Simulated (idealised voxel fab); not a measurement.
process module | voxel self aligned vias
cross-section cut | 225 nm wide | cells 5 nm
A cross-section is a grid of square cells, given in bands from the top down. A band is one or more rows of cells.
Each band's line starts with the height of the band's top and of its bottom, in nm. Then come its materials from left to right, each with its width in nm. One material with "throughout" fills the band from edge to edge. "air" is empty space.
Height 0 is the level under which the wafer as received is all one material. The lowest band goes on downwards, as in "0 down".
A width such as "30 to 40" changes by the same amount from each row of cells to the next, from the band's top row to its bottom row.
"no change" after a step means that no cell of the cross-section changed.
closed voids: empty space of 8 cells or more with no open way to the top, each as width x height at its distance from the left edge, in nm
after a step's settings: what the simulator itself notes on the step
overlay nm, on a step with a mask: how far to the right of its planned place the mask lay; to the left if negative
plan
1 op RECEIVE | material Si
2 op CONFORMAL_DEP | material SiO2 | thk nm 10
3 op CONFORMAL_DEP | material SiCN | thk nm 5
4 op DIRECTIONAL_DEP | material SiO2 | thk nm 20
5 op MASKED_ETCH | tone open | mask id LINES | width nm 30 | pitch nm 70 | etch materials SiO2 | depth nm 20 | overlay nm 0
6 op CONFORMAL_DEP | material TiN | thk nm 5
7 op FILL_DEP | material W | thk nm 5
8 op CMP | height nm 35
9 op SELECTIVE_ETCH | etch materials W Ru TiN | depth nm 10
10 op FILL_DEP | material SiN | thk nm 5
11 op CMP | height nm 35
12 op DIRECTIONAL_DEP | material SiO2 | thk nm 20
13 op DIRECTIONAL_DEP | material aC | thk nm 10
14 op PATTERN | tone open | mask id VIAS | material resist | width nm 40 | pitch nm 140 | thk nm 25 | overlay nm 0
15 op DIRECTIONAL_ETCH | etch materials aC | depth nm 10
16 op STRIP | etch materials resist
17 op DIRECTIONAL_ETCH | etch materials SiO2 | depth nm 20
18 op DIRECTIONAL_ETCH | etch materials SiN | depth nm 10
19 op STRIP | etch materials aC
20 op CONFORMAL_DEP | material TiN | thk nm 5
21 op FILL_DEP | material Ru | thk nm 5
22 op CMP | height nm 55
23 op CONFORMAL_DEP | material SiCN | thk nm 5
as received, after step 1
  0 down: Si throughout
  closed voids: none
first wafer at the end, as planned
  60 to 55: SiCN throughout
  55 to 40: SiO2 20 | TiN 5 | Ru 30 | TiN 5 | SiO2 100 | TiN 5 | Ru 30 | TiN 5 | SiO2 25
  40 to 35: SiO2 20 | TiN 10 | Ru 20 | TiN 10 | SiO2 100 | TiN 10 | Ru 20 | TiN 10 | SiO2 25
  35 to 30: SiO2 25 | TiN 5 | Ru 20 | TiN 5 | SiO2 40 | SiN 30 | SiO2 40 | TiN 5 | Ru 20 | TiN 5 | SiO2 30
  30 to 25: SiO2 25 | TiN 30 | SiO2 40 | SiN 30 | SiO2 40 | TiN 30 | SiO2 30
  25 to 20: SiO2 25 | TiN 5 | W 20 | TiN 5 | SiO2 40 | TiN 5 | W 20 | TiN 5 | SiO2 40 | TiN 5 | W 20 | TiN 5 | SiO2 30
  20 to 15: SiO2 25 | TiN 30 | SiO2 40 | TiN 30 | SiO2 40 | TiN 30 | SiO2 30
  15 to 10: SiCN throughout
  10 to 0: SiO2 throughout
  0 down: Si throughout
  closed voids: none
second wafer at the end: like start, like plan, one mistake
  60 to 55: SiCN throughout
  55 to 40: SiO2 25 | Ru 30 | SiO2 110 | Ru 30 | SiO2 30
  40 to 35: SiO2 30 | Ru 20 | SiO2 120 | Ru 20 | SiO2 35
  35 to 30: SiO2 30 | Ru 20 | SiO2 45 | SiN 30 | SiO2 45 | Ru 20 | SiO2 35
  30 to 25: SiO2 95 | SiN 30 | SiO2 100
  25 to 20: SiO2 25 | TiN 5 | W 20 | TiN 5 | SiO2 40 | TiN 5 | W 20 | TiN 5 | SiO2 40 | TiN 5 | W 20 | TiN 5 | SiO2 30
  20 to 15: SiO2 25 | TiN 30 | SiO2 40 | TiN 30 | SiO2 40 | TiN 30 | SiO2 30
  15 to 10: SiCN throughout
  10 to 0: SiO2 throughout
  0 down: Si throughout
  closed voids: none
what went wrong: step 20 ran as: op CONFORMAL_DEP | material SiO2 | thk nm 5
at the end the second wafer has, in cells: 36 more of SiO2 | 36 fewer of TiN
